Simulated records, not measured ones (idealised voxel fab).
The process module presented herein is designated voxel ribs on slabs.
The cross-section shown here is cut; it is 250 nm wide and divided into square cells measuring 5 nm on a side.
If you're reading a cross-section in this doc, picture square cells in a grid; it comes to you as bands, top ones listed first down to the bottom, and a band can be one or more rows of cells.
First you get the band's top height and its bottom height, in nm, and then the materials it's made of, left to right, with each width in nm. If you see a single material with "edge to edge", that one covers the band edge to edge. "blank" is empty space.
Height 0 is the level under which the wafer as received is all one material. The lowest band goes on downwards, as in "0..down".
A two-number width, for instance "30..40", indicates that the width is equal to the first number in the top row of the band and to the second number in the bottom row, and that it changes by a constant amount per row of cells.
"all unchanged", as given for a step, is the statement that not any cell of the cross-section underwent a change during that step.
The label "Closed internal voids" introduces a list of the empty spaces, 8 cells or larger, that have no open way up to the top; each entry in it reads width x height at distance, where the distance is taken from the left edge and all three are stated in nm.
Past the settings on a step's line: simulator remark, on that step.
overlay nm: right-of-plan distance of the mask on a masked step; negative values mean left-of-plan.

The planned process steps are enumerated hereunder:
1) RECEIVE with material Si
2) DIRECTIONAL_DEP with material SiO2, thk nm 25
3) DIRECTIONAL_DEP with material SiN, thk nm 15
4) MASKED_ETCH with tone cover, mask id RIB, width nm 20, etch materials SiN, depth nm 10, overlay nm 0
5) MASKED_ETCH with tone cover, mask id SLAB, width nm 60, etch materials SiN, depth nm 5, overlay nm 0
6) FILL_DEP with material SiO2, thk nm 20
7) CMP with height nm 50
8) DIRECTIONAL_DEP with material TiN, thk nm 5
9) MASKED_ETCH with tone cover, mask id HEATER, width nm 30, etch materials TiN, depth nm 5, overlay nm 0
10) CONFORMAL_DEP with material SiO2, thk nm 5

Cross-section of the wafer upon arrival, representing the state reached after step 1:
0..down = Si edge to edge
Closed internal voids: none

End state of the module in cross-section, given the above starting point and plan and one mistake in execution:
60..55 = blank=105; SiO2=40; blank=105
55..50 = SiO2=110; TiN=30; SiO2=110
50..40 = SiO2 edge to edge
40..30 = SiO2=115; SiN=20; SiO2=115
30..25 = SiO2=85; SiN=60; SiO2=105
25..0 = SiO2 edge to edge
0..down = Si edge to edge
Closed internal voids: none
What was the processing mistake? step 5 changed vs plan, executed as MASKED_ETCH with tone cover, mask id SLAB, width nm 60, etch materials SiN, depth nm 5, overlay nm -10
